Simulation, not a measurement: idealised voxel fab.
The document below concerns the process module designated voxel self aligned vias.
Cross-section cut spans 300 nm and uses square cells 5 nm in size.
Just so we're on the same page, the cross-sections are grids of square cells, and they're listed out in bands top to bottom, each band one or more rows deep. Band entry format. Leading values: height of top, height of bottom, nm. Remainder: materials in left-to-right order, each with its width in nm. Special words: "throughout" on a single material, which then fills the band edge to edge; "blank", empty space. Heights are expressed relative to 0, this being the level below which the as-received wafer comprises one material exclusively. The lowest band is unbounded in the downward direction and is denoted as in "0..down". A width such as "30->40" changes by the same amount from each row of cells to the next, from the band's top row to its bottom row. Where the words "remains unaltered" appear for a step, the cross-section shows no cell changed by that step; every cell remained as before. Empty spaces counting at least 8 cells and having no open way to the top are listed in "Trapped void list". The notation width x height at distance is used for each, the distance being from the left edge and all three values in nm. On a step's line, text after the settings is the simulator commenting on that step. overlay nm: how far to the right of its planned place the mask lay on this masked step (negative: to the left).
-- These are the steps we planned for the process
1) op RECEIVE | material Si
2) op CONFORMAL_DEP | material SiO2 | thk nm 15
3) op CONFORMAL_DEP | material SiCN | thk nm 5
4) op DIRECTIONAL_DEP | material SiO2 | thk nm 30
5) op MASKED_ETCH | tone open | mask id LINES | width nm 30 | pitch nm 55 | etch materials SiO2 | depth nm 30 | overlay nm 0
6) op CONFORMAL_DEP | material TiN | thk nm 5
7) op FILL_DEP | material Ru | thk nm 10
8) op CMP | height nm 50
9) op SELECTIVE_ETCH | etch materials W Ru TiN | depth nm 10
10) op FILL_DEP | material SiN | thk nm 5
11) op CMP | height nm 50
12) op DIRECTIONAL_DEP | material SiO2 | thk nm 15
13) op PATTERN | tone open | mask id VIAS | material resist | width nm 40 | pitch nm 110 | thk nm 20 | overlay nm 0
14) op DIRECTIONAL_ETCH | etch materials SiO2 | depth nm 15
15) op DIRECTIONAL_ETCH | etch materials SiN | depth nm 10
16) op STRIP | etch materials resist
17) op CONFORMAL_DEP | material TiN | thk nm 5
18) op FILL_DEP | material Cu | thk nm 5
19) op CMP | height nm 65
20) op CONFORMAL_DEP | material SiN | thk nm 5
-- Cross-section of the wafer as it came to us, i.e., already through step 1
0..down = Si throughout
Trapped void list: none
-- First of two wafers: cross-section at end of module, run per plan
70..65 = SiN throughout
65..55 = SiO2 (75)  TiN (5)  Cu (30)  TiN (5)  SiO2 (70)  TiN (5)  Cu (30)  TiN (5)  SiO2 (75)
55..50 = SiO2 (75)  TiN (10)  Cu (20)  TiN (10)  SiO2 (70)  TiN (10)  Cu (20)  TiN (10)  SiO2 (75)
50..45 = SiO2 (80)  TiN (5)  Cu (20)  TiN (5)  SiO2 (25)  SiN (30)  SiO2 (25)  TiN (5)  Cu (20)  TiN (5)  SiO2 (80)
45..40 = SiO2 (80)  TiN (30)  SiO2 (25)  SiN (30)  SiO2 (25)  TiN (30)  SiO2 (80)
40..25 = SiO2 (80)  TiN (5)  Ru (20)  TiN (5)  SiO2 (25)  TiN (5)  Ru (20)  TiN (5)  SiO2 (25)  TiN (5)  Ru (20)  TiN (5)  SiO2 (80)
25..20 = SiO2 (80)  TiN (30)  SiO2 (25)  TiN (30)  SiO2 (25)  TiN (30)  SiO2 (80)
20..15 = SiCN throughout
15..0 = SiO2 throughout
0..down = Si throughout
Trapped void list: none
-- Second wafer of the two, sectioned at the end of the module. It began like the first and followed the same plan, but one mistake was made while running it
70..65 = SiN throughout
65..55 = SiO2 (70)  TiN (5)  Cu (30)  TiN (5)  SiO2 (70)  TiN (5)  Cu (30)  TiN (5)  SiO2 (80)
55..50 = SiO2 (70)  TiN (15)  Cu (20)  TiN (5)  SiO2 (70)  TiN (15)  Cu (20)  TiN (5)  SiO2 (80)
50..45 = SiO2 (80)  TiN (5)  Cu (20)  TiN (5)  SiO2 (25)  SiN (30)  SiO2 (25)  TiN (5)  Cu (20)  TiN (5)  SiO2 (80)
45..40 = SiO2 (80)  TiN (30)  SiO2 (25)  SiN (30)  SiO2 (25)  TiN (30)  SiO2 (80)
40..25 = SiO2 (80)  TiN (5)  Ru (20)  TiN (5)  SiO2 (25)  TiN (5)  Ru (20)  TiN (5)  SiO2 (25)  TiN (5)  Ru (20)  TiN (5)  SiO2 (80)
25..20 = SiO2 (80)  TiN (30)  SiO2 (25)  TiN (30)  SiO2 (25)  TiN (30)  SiO2 (80)
20..15 = SiCN throughout
15..0 = SiO2 throughout
0..down = Si throughout
Trapped void list: none
Short version of what went wrong: contrary to plan, step 13 was performed as op PATTERN | tone open | mask id VIAS | material resist | width nm 40 | pitch nm 110 | thk nm 20 | overlay nm -5
At the end, the second wafer has the same number of cells of each material as the first, but those cells sit in other places.
